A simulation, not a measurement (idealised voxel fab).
process module | voxel released beams
cross-section cut | 205 nm wide | cells 5 nm
A cross-section is a grid of square cells, given in bands from the top down. A band is one or more rows of cells.
Each band's line starts with the height of the band's top and of its bottom, in nm. Then come its materials from left to right, each with its width in nm. One material with "throughout" fills the band from edge to edge. "air" is empty space.
Height 0 is the level under which the wafer as received is all one material. The lowest band goes on downwards, as in "0 down".
A width such as "30 to 40" changes by the same amount from each row of cells to the next, from the band's top row to its bottom row.
"no change" after a step means that no cell of the cross-section changed.
closed voids: empty space of 8 cells or more with no open way to the top, each as width x height at its distance from the left edge, in nm
after a step's settings: what the simulator itself notes on the step
overlay nm, on a step with a mask: how far to the right of its planned place the mask lay; to the left if negative
plan
1 op RECEIVE | material Si
2 op CONFORMAL_DEP | material Al2O3 | thk nm 10
3 op DIRECTIONAL_DEP | material SiO2 | thk nm 10
4 op DIRECTIONAL_DEP | material aC | thk nm 10
5 op PATTERN | tone open | mask id ANCHOR | material resist | width nm 35 | thk nm 25 | overlay nm -15
6 op DIRECTIONAL_ETCH | etch materials aC | depth nm 10
7 op STRIP | etch materials resist
8 op DIRECTIONAL_ETCH | etch materials SiO2 | depth nm 10
9 op STRIP | etch materials aC
10 op CONFORMAL_DEP | material polySi | thk nm 15
11 op MASKED_ETCH | tone cover | mask id BEAM | width nm 85 | etch materials polySi | depth nm 15 | overlay nm 0
12 op STRIP | etch materials SiO2
varied across the wafers: overlay nm of step 5. The plan shows the first wafer's value. All wafers start alike
first wafer as received, after step 1
  0 down: Si throughout
  closed voids: none
first wafer at the end, after step 12
  35 to 25: air 55 | polySi 5 | air 5 | polySi 75 | air 65
  25 to 20: air 55 | polySi 85 | air 65
  20 to 10: air 45 | polySi 35 | air 125
  10 to 0: Al2O3 throughout
  0 down: Si throughout
  closed voids: none
last wafer at the end
  35 to 25: air 55 | polySi 35 | air 5 | polySi 45 | air 65
  25 to 20: air 55 | polySi 85 | air 65
  20 to 10: air 75 | polySi 35 | air 95
  10 to 0: Al2O3 throughout
  0 down: Si throughout
  closed voids: none
each wafer at the end: cells of each material gained (+) or lost (-) since it was received, then its closed voids
overlay nm -15 | +82 Al2O3 | +63 polySi | closed voids: none
overlay nm -10 | +82 Al2O3 | +63 polySi | closed voids: none
overlay nm -5 | +82 Al2O3 | +63 polySi | closed voids: none
overlay nm 0 | +82 Al2O3 | +63 polySi | closed voids: none
overlay nm 5 | +82 Al2O3 | +63 polySi | closed voids: none
overlay nm 10 | +82 Al2O3 | +63 polySi | closed voids: none
overlay nm 15 | +82 Al2O3 | +63 polySi | closed voids: none
